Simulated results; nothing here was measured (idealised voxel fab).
A process module follows: voxel ribs on slabs.
Pictured: cross-section cut, 260 nm wide, on a grid of 5 nm square cells.
Cross-section = grid of square cells, listed top down in bands; band = one or more rows. Each band's line starts with the height of the band's top and of its bottom, in nm. Then come its materials from left to right, each with its width in nm. One material with "full width" fills the band from edge to edge. "air" is empty space. It should be noted that heights are counted from 0, beneath which the wafer as supplied is of one material throughout, and that the lowest band possesses no lower boundary but continues downward, as written in "top 0, no bottom". The width entry "30..40" should be interpreted row by row: the top row of cells in the band takes the first number, the bottom row takes the second number, and the change between adjacent rows is uniform throughout. Where the words "left unchanged" appear for a step, the cross-section shows no cell changed by that step; every cell remained as before. Entry "Completely enclosed voids" = empty spaces >= 8 cells with no open way to the top; each as width x height at distance, distance from left edge, all nm. That trailing text on a step's line, after the settings, is the simulator's own remark on the step. overlay nm: how far to the right of its planned place the mask lay on this masked step (negative: to the left).
# These are the steps we planned for the process
| 1 | RECEIVE (material Si) |
| 2 | DIRECTIONAL_DEP (material SiO2; thk nm 30) |
| 3 | DIRECTIONAL_DEP (material SiN; thk nm 15) |
| 4 | PATTERN (tone cover; mask id RIB; material resist; width nm 25; thk nm 15; overlay nm 0) |
| 5 | DIRECTIONAL_ETCH (etch materials SiN; depth nm 5) |
| 6 | STRIP (etch materials resist) |
| 7 | MASKED_ETCH (tone cover; mask id SLAB; width nm 55; etch materials SiN; depth nm 10; overlay nm 0) |
| 8 | FILL_DEP (material SiO2; thk nm 25) |
| 9 | CMP (height nm 65) |
| 10 | DIRECTIONAL_DEP (material TiN; thk nm 5) |
| 11 | MASKED_ETCH (tone cover; mask id HEATER; width nm 35; etch materials TiN; depth nm 5; overlay nm 0) |
| 12 | CONFORMAL_DEP (material SiO2; thk nm 5) |
# First of the two wafers, run per plan
# Delivered wafer in cross-section: state after step 1
	top 0, no bottom = Si full width
	Completely enclosed voids: none
# How the wafer stands in section after step 2
	top 30, bottom 0 = SiO2 full width
	Everything below 0 is unchanged.
# How the wafer stands in section after step 3
	top 45, bottom 30 = SiN full width
	Everything below 30 is unchanged.
# How the wafer stands in section after step 4
	top 60, bottom 45 = 115 nm air | 25 nm resist | 120 nm air
	Everything below 45 is unchanged.
# How the wafer stands in section after step 5
	top 60, bottom 45 = 115 nm air | 25 nm resist | 120 nm air
	top 45, bottom 40 = 115 nm air | 25 nm SiN | 120 nm air
	Everything below 40 is unchanged.
# How the wafer stands in section after step 6
	top 45, bottom 40 = 115 nm air | 25 nm SiN | 120 nm air
	Everything below 40 is unchanged.
# How the wafer stands in section after step 7
	top 45, bottom 40 = 115 nm air | 25 nm SiN | 120 nm air
	top 40, bottom 30 = 100 nm air | 55 nm SiN | 105 nm air
	Everything below 30 is unchanged.
# How the wafer stands in section after step 8
	top 70, bottom 45 = SiO2 full width
	top 45, bottom 40 = 115 nm SiO2 | 25 nm SiN | 120 nm SiO2
	top 40, bottom 30 = 100 nm SiO2 | 55 nm SiN | 105 nm SiO2
	Everything below 30 is unchanged.
# How the wafer stands in section after step 9
	top 65, bottom 45 = SiO2 full width
	Everything below 45 is unchanged.
# How the wafer stands in section after step 10
	top 70, bottom 65 = TiN full width
	Everything below 65 is unchanged.
# How the wafer stands in section after step 11
	top 70, bottom 65 = 110 nm air | 35 nm TiN | 115 nm air
	Everything below 65 is unchanged.
# How the wafer stands in section after step 12
	top 75, bottom 70 = 105 nm air | 45 nm SiO2 | 110 nm air
	top 70, bottom 65 = 110 nm SiO2 | 35 nm TiN | 115 nm SiO2
	Everything below 65 is unchanged.
# Wafer two of the pair: same origin, same plan, one error during the run; identical to wafer one up to and including step 1
# Second wafer profile in section, at the moment step 2 of the plan was meant to be complete
	top 60, bottom 0 = SiO2 full width
	Everything below 0 is unchanged.
# Second wafer profile in section, at the moment step 3 of the plan was meant to be complete
	top 75, bottom 60 = SiN full width
	Everything below 60 is unchanged.
# Second wafer profile in section, at the moment step 4 of the plan was meant to be complete
	top 90, bottom 75 = 115 nm air | 25 nm resist | 120 nm air
	Everything below 75 is unchanged.
# Second wafer profile in section, at the moment step 5 of the plan was meant to be complete
	top 90, bottom 75 = 115 nm air | 25 nm resist | 120 nm air
	top 75, bottom 70 = 115 nm air | 25 nm SiN | 120 nm air
	Everything below 70 is unchanged.
# Second wafer profile in section, at the moment step 6 of the plan was meant to be complete
	top 75, bottom 70 = 115 nm air | 25 nm SiN | 120 nm air
	Everything below 70 is unchanged.
# Second wafer profile in section, at the moment step 7 of the plan was meant to be complete
	top 75, bottom 70 = 115 nm air | 25 nm SiN | 120 nm air
	top 70, bottom 60 = 100 nm air | 55 nm SiN | 105 nm air
	Everything below 60 is unchanged.
# Second wafer profile in section, at the moment step 8 of the plan was meant to be complete
	top 100, bottom 75 = SiO2 full width
	top 75, bottom 70 = 115 nm SiO2 | 25 nm SiN | 120 nm SiO2
	top 70, bottom 60 = 100 nm SiO2 | 55 nm SiN | 105 nm SiO2
	Everything below 60 is unchanged.
# Second wafer profile in section, at the moment step 9 of the plan was meant to be complete
	top 65, bottom 60 = 100 nm SiO2 | 55 nm SiN | 105 nm SiO2
	Everything below 60 is unchanged.
# Second wafer profile in section, at the moment step 10 of the plan was meant to be complete
	top 70, bottom 65 = TiN full width
	Everything below 65 is unchanged.
# Second wafer profile in section, at the moment step 11 of the plan was meant to be complete
	top 70, bottom 65 = 110 nm air | 35 nm TiN | 115 nm air
	Everything below 65 is unchanged.
# Second wafer profile in section, at the moment step 12 of the plan was meant to be complete
	top 75, bottom 70 = 105 nm air | 45 nm SiO2 | 110 nm air
	top 70, bottom 65 = 110 nm SiO2 | 35 nm TiN | 115 nm SiO2
	Everything below 65 is unchanged.
It is concluded that the wafer was processed incorrectly with respect to the plan, in that the plan's step 2 ran twice
Final cells, second wafer relative to first, materials higher or lower: 16 fewer of SiN, 16 more of SiO2
